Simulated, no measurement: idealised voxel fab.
process module | voxel capacitor over wiring
cross-section cut | 215 nm wide | cells 5 nm
A cross-section is a grid of square cells, given in bands from the top down. A band is one or more rows of cells.
Each band's line starts with the height of the band's top and of its bottom, in nm. Then come its materials from left to right, each with its width in nm. One material with "throughout" fills the band from edge to edge. "air" is empty space.
Height 0 is the level under which the wafer as received is all one material. The lowest band goes on downwards, as in "0 down".
A width such as "30 to 40" changes by the same amount from each row of cells to the next, from the band's top row to its bottom row.
"no change" after a step means that no cell of the cross-section changed.
closed voids: empty space of 8 cells or more with no open way to the top, each as width x height at its distance from the left edge, in nm
after a step's settings: what the simulator itself notes on the step
overlay nm, on a step with a mask: how far to the right of its planned place the mask lay; to the left if negative
plan
1 op RECEIVE | material Si
2 op CONFORMAL_DEP | material SiO2 | thk nm 15
3 op CONFORMAL_DEP | material SiN | thk nm 5
4 op DIRECTIONAL_DEP | material SiO2 | thk nm 25
5 op PATTERN | tone open | mask id METAL_1 | material resist | width nm 25 | pitch nm 80 | thk nm 15 | overlay nm 0
6 op DIRECTIONAL_ETCH | etch materials SiO2 | depth nm 25
7 op DIRECTIONAL_ETCH | etch materials SiN | depth nm 5
8 op STRIP | etch materials resist
9 op CONFORMAL_DEP | material TiN | thk nm 5
10 op FILL_DEP | material W | thk nm 10
11 op CMP | height nm 45
12 op EPI | material Ru | thk nm 5
13 op FILL_DEP | material SiCN | thk nm 5
14 op DIRECTIONAL_DEP | material lowk | thk nm 15
15 op PATTERN | tone open | mask id PLUG_1 | material resist | width nm 15 | thk nm 15 | overlay nm 0
16 op DIRECTIONAL_ETCH | etch materials lowk | depth nm 15
17 op DIRECTIONAL_ETCH | etch materials SiCN | depth nm 5
18 op STRIP | etch materials resist
19 op EPI | material Ru | thk nm 10
20 op EPI | material Ru | thk nm 10
21 op DIRECTIONAL_DEP | material TiN | thk nm 5
22 op DIRECTIONAL_DEP | material HfO2 | thk nm 5
23 op DIRECTIONAL_DEP | material TiN | thk nm 5
24 op PATTERN | tone cover | mask id UPPER_PLATE | material resist | width nm 60 | thk nm 20 | overlay nm 0
25 op DIRECTIONAL_ETCH | etch materials TiN | depth nm 5
26 op DIRECTIONAL_ETCH | etch materials HfO2 | depth nm 5
27 op STRIP | etch materials resist
28 op PATTERN | tone cover | mask id LOWER_PLATE | material resist | width nm 70 | thk nm 20 | overlay nm 0
29 op DIRECTIONAL_ETCH | etch materials TiN | depth nm 5
30 op STRIP | etch materials resist
31 op FILL_DEP | material SiO2 | thk nm 20
32 op CMP | height nm 100
33 op MASKED_ETCH | tone open | mask id PLUG_2 | width nm 15 | etch materials SiO2 | depth nm 15 | overlay nm 0
34 op CONFORMAL_DEP | material TiN | thk nm 5
35 op FILL_DEP | material Ru | thk nm 10
36 op CMP | height nm 100
37 op CONFORMAL_DEP | material SiCN | thk nm 5
as received, after step 1
  0 down: Si throughout
  closed voids: none
a wafer at the end: this start, this plan, one mistake
  105 to 100: SiCN throughout
  100 to 90: SiO2 75 to 65 | TiN 15 to 25 | SiO2 125
  90 to 85: SiO2 65 | HfO2 25 | SiO2 125
  85 to 80: SiO2 60 | TiN 65 | SiO2 90
  80 to 75: SiO2 55 | Ru 35 | HfO2 35 | SiO2 90
  75 to 70: SiO2 55 | Ru 35 | TiN 40 | SiO2 85
  70 to 55: lowk 65 | Ru 15 | lowk 135
  55 to 50: SiCN 65 | Ru 15 | SiCN 135
  50 to 45: SiCN 50 | Ru 35 | SiCN 45 | Ru 35 | SiCN 50
  45 to 20: SiO2 55 | TiN 5 | W 15 | TiN 5 | SiO2 55 | TiN 5 | W 15 | TiN 5 | SiO2 55
  20 to 15: SiN 55 | TiN 25 | SiN 55 | TiN 25 | SiN 55
  15 to 0: SiO2 throughout
  0 down: Si throughout
  closed voids: none
what went wrong: one of the steps 19 and 20, which are alike, was run twice
